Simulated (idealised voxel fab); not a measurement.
process module | voxel capacitor over wiring
In the cross-section labelled cut, the width is 265 nm and each square cell is 5 nm.
Cross-section, as written here: a square-cell grid given band by band from the top down, where a band holds one or more rows of cells. Per band: top height and bottom height in nm, followed by the left-to-right materials and their widths in nm; "everywhere" marks a single material spanning edge to edge, "blank" marks empty space. Height is counted from the level 0, under which the received wafer is composed throughout of one material. The lowest of the bands is not closed at the bottom but continues downward, in the notation "0 and below". So if you see something like "30 to 40" for the width, read it as the top row of the band sitting at the first number and the bottom row at the second, with every row in between moving by the same amount as the last. The designation "stayed the same", where it is given for a processing step, indicates that no cell of the cross-section was altered in the course of that step. Under "Cavities, closed" you'll find the enclosed gaps, the ones with no way out to the top, that are 8 cells or bigger; each reads width x height at distance, with distance counted from the left edge, everything in nm. It should be noted that, on the line of a given step, the content following the step's settings is a remark produced by the simulator itself with respect to that step. "overlay nm" denotes, for a step that has a mask, the displacement of the mask to the right of its planned place, with negative values corresponding to the left.
[Process steps foreseen in the plan]
1) RECEIVE (material Si)
2) CONFORMAL_DEP (material SiO2; thk nm 15)
3) CONFORMAL_DEP (material SiN; thk nm 5)
4) DIRECTIONAL_DEP (material lowk; thk nm 25)
5) PATTERN (tone open; mask id METAL_1; material resist; width nm 30; pitch nm 85; thk nm 15; overlay nm 0)
6) DIRECTIONAL_ETCH (etch materials lowk; depth nm 25)
7) DIRECTIONAL_ETCH (etch materials SiN; depth nm 5)
8) STRIP (etch materials resist)
9) CONFORMAL_DEP (material TiN; thk nm 5)
10) FILL_DEP (material W; thk nm 10)
11) CMP (height nm 45)
12) EPI (material Ru; thk nm 5)
13) FILL_DEP (material SiCN; thk nm 5)
14) DIRECTIONAL_DEP (material lowk; thk nm 20)
15) MASKED_ETCH (tone open; mask id PLUG_1; width nm 15; etch materials lowk; depth nm 20; overlay nm 0)
16) MASKED_ETCH (tone open; mask id PLUG_1; width nm 15; etch materials SiCN; depth nm 5; overlay nm 0)
17) CONFORMAL_DEP (material TiN; thk nm 5)
18) FILL_DEP (material Cu; thk nm 5)
19) CMP (height nm 75)
20) DIRECTIONAL_DEP (material TiN; thk nm 10)
21) DIRECTIONAL_DEP (material HfO2; thk nm 5)
22) DIRECTIONAL_DEP (material TiN; thk nm 5)
23) DIRECTIONAL_DEP (material aC; thk nm 15)
24) PATTERN (tone cover; mask id UPPER_PLATE; material resist; width nm 60; thk nm 35; overlay nm 0)
25) DIRECTIONAL_ETCH (etch materials aC; depth nm 15)
26) STRIP (etch materials resist)
27) DIRECTIONAL_ETCH (etch materials TiN; depth nm 5)
28) DIRECTIONAL_ETCH (etch materials HfO2; depth nm 5)
29) STRIP (etch materials aC)
30) MASKED_ETCH (tone cover; mask id LOWER_PLATE; width nm 70; etch materials TiN; depth nm 10; overlay nm 0)
31) FILL_DEP (material SiO2; thk nm 15)
32) CMP (height nm 105)
33) PATTERN (tone open; mask id PLUG_2; material resist; width nm 15; thk nm 15; overlay nm 0)
34) DIRECTIONAL_ETCH (etch materials SiO2; depth nm 10)
35) STRIP (etch materials resist)
36) CONFORMAL_DEP (material TiN; thk nm 5)
37) FILL_DEP (material Ru; thk nm 5)
38) CMP (height nm 105)
39) CONFORMAL_DEP (material SiCN; thk nm 5)
[As-received state of the wafer in cross-section, equivalent to post-step 1]
    0 and below | Si everywhere
    Cavities, closed: none
[End-of-module cross-section. Starting structure and process plan as above; one mistake made in running it]
    110 down to 105 | SiCN everywhere
    105 down to 100 | SiO2=100  TiN=5  Ru=5  TiN=5  SiO2=150
    100 down to 90 | SiO2=100 to 90  TiN=15 to 60  SiO2=150 to 115
    90 down to 85 | SiO2=90  HfO2=60  SiO2=115
    85 down to 75 | SiO2=85  TiN=70  SiO2=110
    75 down to 55 | lowk=90  TiN=5  Cu=5  TiN=5  lowk=160
    55 down to 50 | SiCN=90  TiN=15  SiCN=160
    50 down to 45 | SiCN=70  Ru=40  SiCN=45  Ru=40  SiCN=70
    45 down to 40 | SiN=75  TiN=30  SiN=55  TiN=30  SiN=75
    40 down to 15 | lowk everywhere
    15 down to 0 | SiO2 everywhere
    0 and below | Si everywhere
    Cavities, closed: none
In executing the process, a mistake was made relative to the plan: a sequencing error occurred in which plan steps 3 and 4 were transposed
